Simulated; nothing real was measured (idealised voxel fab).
Process module under the name voxel ribs on slabs
cross-section cut | 265 nm wide | cells 5 nm
Square cells in a grid make up a cross-section in this document, and the grid is given as bands, listed from the top down, each one or more rows of cells. First you get the band's top height and its bottom height, in nm, and then the materials it's made of, left to right, with each width in nm. If you see a single material with "all across", that one covers the band edge to edge. "air" is empty space. Heights from 0 (as-received wafer is one material below). Bottom band endless downward, as "0 nm and below". Quick explanation for "30->40": the width changes in equal steps down the rows of cells, from the first number in the band's top row to the second number in its bottom row. For the purposes of this document, the phrase "no modification" attached to a step denotes that no cell within the cross-section was modified by that step. Empty spaces counting at least 8 cells and having no open way to the top are listed in "Trapped void list". The notation width x height at distance is used for each, the distance being from the left edge and all three values in nm. Where a step's line continues beyond its settings, the continuation is a remark by the simulator itself on that step. overlay nm: on a step with a mask, how far right of its planned place the mask lay; negative means left.

-- Steps planned for the process
- 1: op RECEIVE | material Si
- 2: op DIRECTIONAL_DEP | material SiO2 | thk nm 30
- 3: op DIRECTIONAL_DEP | material polySi | thk nm 20
- 4: op DIRECTIONAL_DEP | material aC | thk nm 15
- 5: op PATTERN | tone cover | mask id RIB | material resist | width nm 30 | thk nm 35 | overlay nm 0
- 6: op DIRECTIONAL_ETCH | etch materials aC | depth nm 15
- 7: op STRIP | etch materials resist
- 8: op DIRECTIONAL_ETCH | etch materials polySi | depth nm 10
- 9: op STRIP | etch materials aC
- 10: op DIRECTIONAL_DEP | material aC | thk nm 10
- 11: op PATTERN | tone cover | mask id SLAB | material resist | width nm 80 | thk nm 25 | overlay nm 0
- 12: op DIRECTIONAL_ETCH | etch materials aC | depth nm 10
- 13: op STRIP | etch materials resist
- 14: op DIRECTIONAL_ETCH | etch materials polySi | depth nm 10
- 15: op STRIP | etch materials aC
- 16: op FILL_DEP | material SiO2 | thk nm 25
- 17: op CMP | height nm 70
- 18: op DIRECTIONAL_DEP | material W | thk nm 10
- 19: op MASKED_ETCH | tone cover | mask id HEATER | width nm 40 | etch materials W | depth nm 10 | overlay nm 0
- 20: op CONFORMAL_DEP | material SiO2 | thk nm 10

-- Shown in cross-section is the wafer as received, that is, as it stands after step 1
0 nm and below  Si all across
Trapped void list: none

-- Cross-sectional view of the first of the two wafers upon completion of the module, processed in accordance with the plan
90 nm to 80 nm  100 of air, then 60 of SiO2, then 105 of air
80 nm to 70 nm  110 of SiO2, then 40 of W, then 115 of SiO2
70 nm to 50 nm  SiO2 all across
50 nm to 40 nm  115 of SiO2, then 30 of polySi, then 120 of SiO2
40 nm to 30 nm  90 of SiO2, then 80 of polySi, then 95 of SiO2
30 nm to 0 nm  SiO2 all across
0 nm and below  Si all across
Trapped void list: none

-- Second wafer through the module, sectioned at the end: same beginning and same plan as the first wafer, with one mistake in carrying it out
80 nm to 70 nm  110 of air, then 40 of W, then 115 of air
70 nm to 50 nm  SiO2 all across
50 nm to 40 nm  115 of SiO2, then 30 of polySi, then 120 of SiO2
40 nm to 30 nm  90 of SiO2, then 80 of polySi, then 95 of SiO2
30 nm to 0 nm  SiO2 all across
0 nm and below  Si all across
Trapped void list: none
Nonconformance to the process plan: it should be noted that step 20 of the plan was omitted and was not performed
Bottom line after processing is that, in cells, the second wafer is up or down on some materials versus the first: SiO2 -114
